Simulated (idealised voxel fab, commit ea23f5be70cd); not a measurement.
Process module in this document: voxel wiring stack
Cross-sectional view cut (width: 175 nm; square cell size: 5 nm).
Square cells in a grid make up a cross-section in this document, and the grid is given as bands, listed from the top down, each one or more rows of cells.
Within each band entry, the heights of the top and of the bottom of the band appear first, in that order and in nm; the materials of the band then follow from left to right, each with its corresponding width in nm. The designation "full width" on a single material indicates that it fills the band from edge to edge; the designation "empty" indicates empty space.
Ref level 0: as-received wafer is one material below here. Bottom band extends down with no lower bound ("0 and below").
It should be noted that a width expressed as "30..40" varies in equal increments from row to row of cells within the band, taking the value of the first number at the top row and that of the second number at the bottom row.
Given "no alteration" for a step, no cell of the cross-section differs between before and after that step.
Closed empty spaces (no open way to the top) of 8 cells or more are what "Enclosed internal voids" lists, each as width x height at distance from the left edge, nm for all three.
What comes after the settings on a step's line is commentary from the simulator itself on that step.
For masked steps, "overlay nm" on the step line gives how far right of plan the mask actually lay; a minus sign means it lay to the left.

### The planned process steps are enumerated hereunder
1. RECEIVE | material Si
2. CONFORMAL_DEP | material SiO2 | thk nm 15
3. DIRECTIONAL_DEP | material TiN | thk nm 5
4. DIRECTIONAL_DEP | material Ru | thk nm 15
5. MASKED_ETCH | tone cover | mask id METAL_1 | width nm 20 | pitch nm 40 | etch materials Ru | depth nm 15 | overlay nm 0
6. MASKED_ETCH | tone cover | mask id METAL_1 | width nm 20 | pitch nm 40 | etch materials TiN | depth nm 5 | overlay nm 0
7. CONFORMAL_DEP | material SiN | thk nm 5
8. FILL_DEP | material SiO2 | thk nm 10
9. CMP | height nm 35
10. CONFORMAL_DEP | material SiCN | thk nm 5
11. DIRECTIONAL_DEP | material SiO2 | thk nm 20
12. DIRECTIONAL_DEP | material aC | thk nm 10
13. PATTERN | tone open | mask id PLUG_1 | material resist | width nm 15 | pitch nm 80 | thk nm 30 | overlay nm 0
14. DIRECTIONAL_ETCH | etch materials aC | depth nm 10
15. STRIP | etch materials resist
16. DIRECTIONAL_ETCH | etch materials SiO2 | depth nm 10
17. DIRECTIONAL_ETCH | etch materials SiCN | depth nm 5
18. STRIP | etch materials aC
19. CONFORMAL_DEP | material TiN | thk nm 5
20. FILL_DEP | material Ru | thk nm 5
21. CMP | height nm 60
22. CONFORMAL_DEP | material SiCN | thk nm 5
23. DIRECTIONAL_DEP | material SiO2 | thk nm 15
24. MASKED_ETCH | tone open | mask id METAL_2 | width nm 20 | pitch nm 40 | etch materials SiO2 | depth nm 15 | overlay nm 0
25. MASKED_ETCH | tone open | mask id METAL_2 | width nm 20 | pitch nm 40 | etch materials SiCN | depth nm 5 | overlay nm 0
26. CONFORMAL_DEP | material TiN | thk nm 5
27. FILL_DEP | material Ru | thk nm 5
28. CMP | height nm 80
29. CONFORMAL_DEP | material SiCN | thk nm 5
Where the wafers of this document differ is in the depth nm of step 16; they start out the same, and the plan states the value that applied to the first wafer.

### As-received state after step 1, first of several wafers, cross-section
> 0 and below | Si full width
> Enclosed internal voids: none

### Cross-section of the first of several wafers, taken after step 29, where the module ends
> 85 down to 80 | SiCN full width
> 80 down to 65 | SiO2=35, TiN=5, Ru=10, TiN=5, SiO2=20, TiN=5, Ru=10, TiN=5, SiO2=20, TiN=5, Ru=10, TiN=5, SiO2=40
> 65 down to 60 | SiCN=35, TiN=20, SiCN=20, TiN=20, SiCN=20, TiN=20, SiCN=40
> 60 down to 55 | SiO2=35, TiN=5, Ru=5, TiN=5, SiO2=65, TiN=5, Ru=5, TiN=5, SiO2=45
> 55 down to 50 | SiO2=35, TiN=15, SiO2=65, TiN=15, SiO2=45
> 50 down to 40 | SiO2 full width
> 40 down to 35 | SiCN full width
> 35 down to 20 | SiO2=30, SiN=5, Ru=20, SiN=5, SiO2=10, SiN=5, Ru=20, SiN=5, SiO2=10, SiN=5, Ru=20, SiN=5, SiO2=35
> 20 down to 15 | SiN=35, TiN=20, SiN=20, TiN=20, SiN=20, TiN=20, SiN=40
> 15 down to 0 | SiO2 full width
> 0 and below | Si full width
> Enclosed internal voids: none

### Sectional view of the last wafer upon completion of the module
> 85 down to 80 | SiCN full width
> 80 down to 65 | SiO2=35, TiN=5, Ru=10, TiN=5, SiO2=20, TiN=5, Ru=10, TiN=5, SiO2=20, TiN=5, Ru=10, TiN=5, SiO2=40
> 65 down to 60 | SiCN=35, TiN=20, SiCN=20, TiN=20, SiCN=20, TiN=20, SiCN=40
> 60 down to 40 | SiO2=35, TiN=5, Ru=5, TiN=5, SiO2=65, TiN=5, Ru=5, TiN=5, SiO2=45
> 40 down to 35 | SiCN=35, TiN=15, SiCN=65, TiN=15, SiCN=45
> 35 down to 20 | SiO2=30, SiN=5, Ru=20, SiN=5, SiO2=10, SiN=5, Ru=20, SiN=5, SiO2=10, SiN=5, Ru=20, SiN=5, SiO2=35
> 20 down to 15 | SiN=35, TiN=20, SiN=20, TiN=20, SiN=20, TiN=20, SiN=40
> 15 down to 0 | SiO2 full width
> 0 and below | Si full width
> Enclosed internal voids: none

### Tabulated below, wafer by wafer, are the end-of-module results: for each material, the number of cells gained (+) or lost (-) relative to the as-received state, followed by the closed voids
depth nm 10 | +56 Ru | +93 SiCN | +41 SiN | +353 SiO2 | +52 TiN | Enclosed internal voids: none
depth nm 15 | +58 Ru | +93 SiCN | +41 SiN | +347 SiO2 | +56 TiN | Enclosed internal voids: none
depth nm 20 | +62 Ru | +87 SiCN | +41 SiN | +341 SiO2 | +64 TiN | Enclosed internal voids: none
depth nm 25 | +62 Ru | +87 SiCN | +41 SiN | +341 SiO2 | +64 TiN | Enclosed internal voids: none
depth nm 30 | +62 Ru | +87 SiCN | +41 SiN | +341 SiO2 | +64 TiN | Enclosed internal voids: none
depth nm 35 | +62 Ru | +87 SiCN | +41 SiN | +341 SiO2 | +64 TiN | Enclosed internal voids: none
